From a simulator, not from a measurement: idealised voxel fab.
Process module name: voxel spacer lines
Cross-sectional view cut (width: 285 nm; square cell size: 5 nm).
Reading order for cross-sections: top band down to bottom band. Underlying form: a grid of square cells. Band size: one or more rows of cells.
Band: top and bottom heights (nm) first, top before bottom; then materials from left to right, widths in nm. "all across" marks a sole material filling the band edge to edge. "air" denotes empty space.
For the purposes of this specification, 0 denotes the height below which the wafer in its as-received condition is composed wholly of one material, and the lowermost band, lacking a lower limit, extends downward without end, as expressed in "0 nm and below".
With a width like "30->40", each row of cells in the band differs from the next by the same amount, the top row carrying the first number and the bottom row the second.
It should be understood that the words "left unchanged", when stated for a given step, signify that the cross-section underwent no change in any of its cells during that step.
Closed-off voids of 8+ cells (no open route to the top) go in "Encapsulated voids", written width x height at distance from the left edge, in nm.
What comes after the settings on a step's line is commentary from the simulator itself on that step.
The optional step-line setting "overlay nm" applies to steps with a mask and quantifies how far to the right of its planned location the mask lay, a negative value indicating leftward placement.
STEPS PLANNED FOR THE PROCESS
1,RECEIVE, material Si
2,CONFORMAL_DEP, material Al2O3, thk nm 10
3,DIRECTIONAL_DEP, material W, thk nm 10
4,DIRECTIONAL_DEP, material polySi, thk nm 30
5,PATTERN, tone cover, mask id MANDREL, material resist, width nm 20, pitch nm 60, thk nm 40, overlay nm 0
6,DIRECTIONAL_ETCH, etch materials polySi, depth nm 30
7,STRIP, etch materials resist
8,CONFORMAL_DEP, material SiO2, thk nm 10
9,DIRECTIONAL_ETCH, etch materials SiO2, depth nm 10
10,STRIP, etch materials polySi
11,DIRECTIONAL_ETCH, etch materials W, depth nm 10
12,STRIP, etch materials SiO2
CROSS-SECTION OF THE WAFER UPON ARRIVAL, REPRESENTING THE STATE REACHED AFTER STEP 1
  0 nm and below = Si all across
  Encapsulated voids: none
A WAFER AT THE END: THIS START, THIS PLAN, ONE MISTAKE
  40 nm to 10 nm = polySi all across
  10 nm to 0 nm = Al2O3 all across
  0 nm and below = Si all across
  Encapsulated voids: none
Finding, execution versus plan: the processing plan was not followed for steps 3 and 4, which were run with their positions exchanged
